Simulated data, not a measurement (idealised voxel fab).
Process module name: voxel gate over fins
Cross-section cut spans 205 nm and uses square cells 5 nm in size.
Cross-section, as written here: a square-cell grid given band by band from the top down, where a band holds one or more rows of cells. Quick guide to a band line: top height, bottom height (nm) up front; then every material left to right with its width in nm. Only one material and it's marked "everywhere"? Then it fills the band edge to edge. And "air" just means empty space. Height 0 is the level under which the wafer as received is all one material. The lowest band goes on downwards, as in "0 and below". Think of "30 to 40" as a width that walks from the first number to the second as you go down the band, top row to bottom row, taking equal-sized steps from row to row. Take "changes: none" at face value: in the step it is given for, the cross-section changed in none of its cells. The entry "Voids, fully enclosed" lists the empty spaces that cover at least 8 cells and have no open path to the top. Each is written as width x height at distance, where the distance is measured from the left edge and all three values are in nm. Whatever follows a step's settings on its line is a remark the simulator itself makes about that step. overlay nm, on a step with a mask: how far to the right of its planned place the mask lay; to the left if negative.

## Here's what the planned process steps look like
1: RECEIVE (material Si)
2: CONFORMAL_DEP (material SiN; thk nm 5)
3: DIRECTIONAL_DEP (material aC; thk nm 15)
4: PATTERN (tone cover; mask id FINS; material resist; width nm 15; pitch nm 45; thk nm 30; overlay nm 0)
5: DIRECTIONAL_ETCH (etch materials aC; depth nm 15)
6: STRIP (etch materials resist)
7: DIRECTIONAL_ETCH (etch materials SiN; depth nm 5)
8: DIRECTIONAL_ETCH (etch materials Si; depth nm 40)
9: STRIP (etch materials aC)
10: FILL_DEP (material SiO2; thk nm 5)
11: CMP (height nm 5)
12: SELECTIVE_ETCH (etch materials SiO2; depth nm 20)
13: STRIP (etch materials SiN)
14: CONFORMAL_DEP (material HfO2; thk nm 5)
15: CONFORMAL_DEP (material TiN; thk nm 5)
16: FILL_DEP (material W; thk nm 15)
17: CMP (height nm 20)
18: CONFORMAL_DEP (material SiCN; thk nm 10)

## The first of a set of two wafers, run to plan

## Cross-section: wafer on arrival = after step 1
  0 and below  Si everywhere
  Voids, fully enclosed: none

## Step 2 complete: cross-section through the wafer
  5 down to 0  SiN everywhere
  Rest of section, below 0: as before.

## Step 3 complete: cross-section through the wafer
  20 down to 5  aC everywhere
  Rest of section, below 5: as before.

## Step 4 complete: cross-section through the wafer
  50 down to 20  air 25 nm; resist 15 nm; air 30 nm; resist 15 nm; air 30 nm; resist 15 nm; air 30 nm; resist 15 nm; air 30 nm
  Rest of section, below 20: as before.

## Step 5 complete: cross-section through the wafer
  35 down to 20  air 25 nm; resist 15 nm; air 30 nm; resist 15 nm; air 30 nm; resist 15 nm; air 30 nm; resist 15 nm; air 30 nm
  20 down to 5  air 25 nm; aC 15 nm; air 30 nm; aC 15 nm; air 30 nm; aC 15 nm; air 30 nm; aC 15 nm; air 30 nm
  Rest of section, below 5: as before.

## Step 6 complete: cross-section through the wafer
  20 down to 5  air 25 nm; aC 15 nm; air 30 nm; aC 15 nm; air 30 nm; aC 15 nm; air 30 nm; aC 15 nm; air 30 nm
  Rest of section, below 5: as before.

## Step 7 complete: cross-section through the wafer
  20 down to 5  air 25 nm; aC 15 nm; air 30 nm; aC 15 nm; air 30 nm; aC 15 nm; air 30 nm; aC 15 nm; air 30 nm
  5 down to 0  air 25 nm; SiN 15 nm; air 30 nm; SiN 15 nm; air 30 nm; SiN 15 nm; air 30 nm; SiN 15 nm; air 30 nm
  Rest of section, below 0: as before.

## Step 8 complete: cross-section through the wafer
  20 down to 5  air 25 nm; aC 15 nm; air 30 nm; aC 15 nm; air 30 nm; aC 15 nm; air 30 nm; aC 15 nm; air 30 nm
  5 down to 0  air 25 nm; SiN 15 nm; air 30 nm; SiN 15 nm; air 30 nm; SiN 15 nm; air 30 nm; SiN 15 nm; air 30 nm
  0 down to -40  air 25 nm; Si 15 nm; air 30 nm; Si 15 nm; air 30 nm; Si 15 nm; air 30 nm; Si 15 nm; air 30 nm
  Rest of section, below -40: as before.

## Step 9 complete: cross-section through the wafer
  5 down to 0  air 25 nm; SiN 15 nm; air 30 nm; SiN 15 nm; air 30 nm; SiN 15 nm; air 30 nm; SiN 15 nm; air 30 nm
  Rest of section, below 0: as before.

## Step 10 complete: cross-section through the wafer
  10 down to 5  SiO2 everywhere
  5 down to 0  SiO2 25 nm; SiN 15 nm; SiO2 30 nm; SiN 15 nm; SiO2 30 nm; SiN 15 nm; SiO2 30 nm; SiN 15 nm; SiO2 30 nm
  0 down to -40  SiO2 25 nm; Si 15 nm; SiO2 30 nm; Si 15 nm; SiO2 30 nm; Si 15 nm; SiO2 30 nm; Si 15 nm; SiO2 30 nm
  Rest of section, below -40: as before.

## Step 11 complete: cross-section through the wafer
  5 down to 0  SiO2 25 nm; SiN 15 nm; SiO2 30 nm; SiN 15 nm; SiO2 30 nm; SiN 15 nm; SiO2 30 nm; SiN 15 nm; SiO2 30 nm
  Rest of section, below 0: as before.

## Step 12 complete: cross-section through the wafer
  5 down to 0  air 25 nm; SiN 15 nm; air 30 nm; SiN 15 nm; air 30 nm; SiN 15 nm; air 30 nm; SiN 15 nm; air 30 nm
  0 down to -15  air 25 nm; Si 15 nm; air 30 nm; Si 15 nm; air 30 nm; Si 15 nm; air 30 nm; Si 15 nm; air 30 nm
  Rest of section, below -15: as before.

## Step 13 complete: cross-section through the wafer
  0 down to -15  air 25 nm; Si 15 nm; air 30 nm; Si 15 nm; air 30 nm; Si 15 nm; air 30 nm; Si 15 nm; air 30 nm
  Rest of section, below -15: as before.

## Step 14 complete: cross-section through the wafer
  5 down to 0  air 20 nm; HfO2 25 nm; air 20 nm; HfO2 25 nm; air 20 nm; HfO2 25 nm; air 20 nm; HfO2 25 nm; air 25 nm
  0 down to -10  air 20 nm; HfO2 5 nm; Si 15 nm; HfO2 5 nm; air 20 nm; HfO2 5 nm; Si 15 nm; HfO2 5 nm; air 20 nm; HfO2 5 nm; Si 15 nm; HfO2 5 nm; air 20 nm; HfO2 5 nm; Si 15 nm; HfO2 5 nm; air 25 nm
  -10 down to -15  HfO2 25 nm; Si 15 nm; HfO2 30 nm; Si 15 nm; HfO2 30 nm; Si 15 nm; HfO2 30 nm; Si 15 nm; HfO2 30 nm
  Rest of section, below -15: as before.

## Step 15 complete: cross-section through the wafer
  10 down to 5  air 15 nm; TiN 35 nm; air 10 nm; TiN 35 nm; air 10 nm; TiN 35 nm; air 10 nm; TiN 35 nm; air 20 nm
  5 down to 0  air 15 nm; TiN 5 nm; HfO2 25 nm; TiN 5 nm; air 10 nm; TiN 5 nm; HfO2 25 nm; TiN 5 nm; air 10 nm; TiN 5 nm; HfO2 25 nm; TiN 5 nm; air 10 nm; TiN 5 nm; HfO2 25 nm; TiN 5 nm; air 20 nm
  0 down to -5  air 15 nm; TiN 5 nm; HfO2 5 nm; Si 15 nm; HfO2 5 nm; TiN 5 nm; air 10 nm; TiN 5 nm; HfO2 5 nm; Si 15 nm; HfO2 5 nm; TiN 5 nm; air 10 nm; TiN 5 nm; HfO2 5 nm; Si 15 nm; HfO2 5 nm; TiN 5 nm; air 10 nm; TiN 5 nm; HfO2 5 nm; Si 15 nm; HfO2 5 nm; TiN 5 nm; air 20 nm
  -5 down to -10  TiN 20 nm; HfO2 5 nm; Si 15 nm; HfO2 5 nm; TiN 20 nm; HfO2 5 nm; Si 15 nm; HfO2 5 nm; TiN 20 nm; HfO2 5 nm; Si 15 nm; HfO2 5 nm; TiN 20 nm; HfO2 5 nm; Si 15 nm; HfO2 5 nm; TiN 25 nm
  Rest of section, below -10: as before.

## Step 16 complete: cross-section through the wafer
  25 down to 10  W everywhere
  10 down to 5  W 15 nm; TiN 35 nm; W 10 nm; TiN 35 nm; W 10 nm; TiN 35 nm; W 10 nm; TiN 35 nm; W 20 nm
  5 down to 0  W 15 nm; TiN 5 nm; HfO2 25 nm; TiN 5 nm; W 10 nm; TiN 5 nm; HfO2 25 nm; TiN 5 nm; W 10 nm; TiN 5 nm; HfO2 25 nm; TiN 5 nm; W 10 nm; TiN 5 nm; HfO2 25 nm; TiN 5 nm; W 20 nm
  0 down to -5  W 15 nm; TiN 5 nm; HfO2 5 nm; Si 15 nm; HfO2 5 nm; TiN 5 nm; W 10 nm; TiN 5 nm; HfO2 5 nm; Si 15 nm; HfO2 5 nm; TiN 5 nm; W 10 nm; TiN 5 nm; HfO2 5 nm; Si 15 nm; HfO2 5 nm; TiN 5 nm; W 10 nm; TiN 5 nm; HfO2 5 nm; Si 15 nm; HfO2 5 nm; TiN 5 nm; W 20 nm
  Rest of section, below -5: as before.

## Step 17 complete: cross-section through the wafer
  20 down to 10  W everywhere
  Rest of section, below 10: as before.

## Step 18 complete: cross-section through the wafer
  30 down to 20  SiCN everywhere
  Rest of section, below 20: as before.

## Wafer two of two - same starting point, same process plan, one mistake in execution; matches wafer one up to and including step 3

## Cross-section of the second wafer at the time step 4 of the plan should have ended
  50 down to 20  air 25 nm; resist 20 nm; air 25 nm; resist 20 nm; air 25 nm; resist 20 nm; air 25 nm; resist 20 nm; air 25 nm
  Rest of section, below 20: as before.

## Cross-section of the second wafer at the time step 5 of the plan should have ended
  35 down to 20  air 25 nm; resist 20 nm; air 25 nm; resist 20 nm; air 25 nm; resist 20 nm; air 25 nm; resist 20 nm; air 25 nm
  20 down to 5  air 25 nm; aC 20 nm; air 25 nm; aC 20 nm; air 25 nm; aC 20 nm; air 25 nm; aC 20 nm; air 25 nm
  Rest of section, below 5: as before.

## Cross-section of the second wafer at the time step 6 of the plan should have ended
  20 down to 5  air 25 nm; aC 20 nm; air 25 nm; aC 20 nm; air 25 nm; aC 20 nm; air 25 nm; aC 20 nm; air 25 nm
  Rest of section, below 5: as before.

## Cross-section of the second wafer at the time step 7 of the plan should have ended
  20 down to 5  air 25 nm; aC 20 nm; air 25 nm; aC 20 nm; air 25 nm; aC 20 nm; air 25 nm; aC 20 nm; air 25 nm
  5 down to 0  air 25 nm; SiN 20 nm; air 25 nm; SiN 20 nm; air 25 nm; SiN 20 nm; air 25 nm; SiN 20 nm; air 25 nm
  Rest of section, below 0: as before.

## Cross-section of the second wafer at the time step 8 of the plan should have ended
  20 down to 5  air 25 nm; aC 20 nm; air 25 nm; aC 20 nm; air 25 nm; aC 20 nm; air 25 nm; aC 20 nm; air 25 nm
  5 down to 0  air 25 nm; SiN 20 nm; air 25 nm; SiN 20 nm; air 25 nm; SiN 20 nm; air 25 nm; SiN 20 nm; air 25 nm
  0 down to -40  air 25 nm; Si 20 nm; air 25 nm; Si 20 nm; air 25 nm; Si 20 nm; air 25 nm; Si 20 nm; air 25 nm
  Rest of section, below -40: as before.

## Cross-section of the second wafer at the time step 9 of the plan should have ended
  5 down to 0  air 25 nm; SiN 20 nm; air 25 nm; SiN 20 nm; air 25 nm; SiN 20 nm; air 25 nm; SiN 20 nm; air 25 nm
  Rest of section, below 0: as before.

## Cross-section of the second wafer at the time step 10 of the plan should have ended
  10 down to 5  SiO2 everywhere
  5 down to 0  SiO2 25 nm; SiN 20 nm; SiO2 25 nm; SiN 20 nm; SiO2 25 nm; SiN 20 nm; SiO2 25 nm; SiN 20 nm; SiO2 25 nm
  0 down to -40  SiO2 25 nm; Si 20 nm; SiO2 25 nm; Si 20 nm; SiO2 25 nm; Si 20 nm; SiO2 25 nm; Si 20 nm; SiO2 25 nm
  Rest of section, below -40: as before.

## Cross-section of the second wafer at the time step 11 of the plan should have ended
  5 down to 0  SiO2 25 nm; SiN 20 nm; SiO2 25 nm; SiN 20 nm; SiO2 25 nm; SiN 20 nm; SiO2 25 nm; SiN 20 nm; SiO2 25 nm
  Rest of section, below 0: as before.

## Cross-section of the second wafer at the time step 12 of the plan should have ended
  5 down to 0  air 25 nm; SiN 20 nm; air 25 nm; SiN 20 nm; air 25 nm; SiN 20 nm; air 25 nm; SiN 20 nm; air 25 nm
  0 down to -15  air 25 nm; Si 20 nm; air 25 nm; Si 20 nm; air 25 nm; Si 20 nm; air 25 nm; Si 20 nm; air 25 nm
  Rest of section, below -15: as before.

## Cross-section of the second wafer at the time step 13 of the plan should have ended
  0 down to -15  air 25 nm; Si 20 nm; air 25 nm; Si 20 nm; air 25 nm; Si 20 nm; air 25 nm; Si 20 nm; air 25 nm
  Rest of section, below -15: as before.

## Cross-section of the second wafer at the time step 14 of the plan should have ended
  5 down to 0  air 20 nm; HfO2 30 nm; air 15 nm; HfO2 30 nm; air 15 nm; HfO2 30 nm; air 15 nm; HfO2 30 nm; air 20 nm
  0 down to -10  air 20 nm; HfO2 5 nm; Si 20 nm; HfO2 5 nm; air 15 nm; HfO2 5 nm; Si 20 nm; HfO2 5 nm; air 15 nm; HfO2 5 nm; Si 20 nm; HfO2 5 nm; air 15 nm; HfO2 5 nm; Si 20 nm; HfO2 5 nm; air 20 nm
  -10 down to -15  HfO2 25 nm; Si 20 nm; HfO2 25 nm; Si 20 nm; HfO2 25 nm; Si 20 nm; HfO2 25 nm; Si 20 nm; HfO2 25 nm
  Rest of section, below -15: as before.

## Cross-section of the second wafer at the time step 15 of the plan should have ended
  10 down to 5  air 15 nm; TiN 40 nm; air 5 nm; TiN 40 nm; air 5 nm; TiN 40 nm; air 5 nm; TiN 40 nm; air 15 nm
  5 down to 0  air 15 nm; TiN 5 nm; HfO2 30 nm; TiN 5 nm; air 5 nm; TiN 5 nm; HfO2 30 nm; TiN 5 nm; air 5 nm; TiN 5 nm; HfO2 30 nm; TiN 5 nm; air 5 nm; TiN 5 nm; HfO2 30 nm; TiN 5 nm; air 15 nm
  0 down to -5  air 15 nm; TiN 5 nm; HfO2 5 nm; Si 20 nm; HfO2 5 nm; TiN 5 nm; air 5 nm; TiN 5 nm; HfO2 5 nm; Si 20 nm; HfO2 5 nm; TiN 5 nm; air 5 nm; TiN 5 nm; HfO2 5 nm; Si 20 nm; HfO2 5 nm; TiN 5 nm; air 5 nm; TiN 5 nm; HfO2 5 nm; Si 20 nm; HfO2 5 nm; TiN 5 nm; air 15 nm
  -5 down to -10  TiN 20 nm; HfO2 5 nm; Si 20 nm; HfO2 5 nm; TiN 15 nm; HfO2 5 nm; Si 20 nm; HfO2 5 nm; TiN 15 nm; HfO2 5 nm; Si 20 nm; HfO2 5 nm; TiN 15 nm; HfO2 5 nm; Si 20 nm; HfO2 5 nm; TiN 20 nm
  Rest of section, below -10: as before.

## Cross-section of the second wafer at the time step 16 of the plan should have ended
  25 down to 10  W everywhere
  10 down to 5  W 15 nm; TiN 40 nm; W 5 nm; TiN 40 nm; W 5 nm; TiN 40 nm; W 5 nm; TiN 40 nm; W 15 nm
  5 down to 0  W 15 nm; TiN 5 nm; HfO2 30 nm; TiN 5 nm; W 5 nm; TiN 5 nm; HfO2 30 nm; TiN 5 nm; W 5 nm; TiN 5 nm; HfO2 30 nm; TiN 5 nm; W 5 nm; TiN 5 nm; HfO2 30 nm; TiN 5 nm; W 15 nm
  0 down to -5  W 15 nm; TiN 5 nm; HfO2 5 nm; Si 20 nm; HfO2 5 nm; TiN 5 nm; W 5 nm; TiN 5 nm; HfO2 5 nm; Si 20 nm; HfO2 5 nm; TiN 5 nm; W 5 nm; TiN 5 nm; HfO2 5 nm; Si 20 nm; HfO2 5 nm; TiN 5 nm; W 5 nm; TiN 5 nm; HfO2 5 nm; Si 20 nm; HfO2 5 nm; TiN 5 nm; W 15 nm
  Rest of section, below -5: as before.

## Cross-section of the second wafer at the time step 17 of the plan should have ended
  20 down to 10  W everywhere
  Rest of section, below 10: as before.

## Cross-section of the second wafer at the time step 18 of the plan should have ended
  30 down to 20  SiCN everywhere
  Rest of section, below 20: as before.
Deviation from plan: it should be noted that step 4 was executed with settings other than those planned, the operation and settings actually applied being PATTERN (tone cover; mask id FINS; material resist; width nm 20; pitch nm 45; thk nm 30; overlay nm 0)
Once processing is complete, comparing cell counts shows that the second wafer has more or fewer of certain materials than the first: 32 more of Si, 20 fewer of SiO2, 12 fewer of W
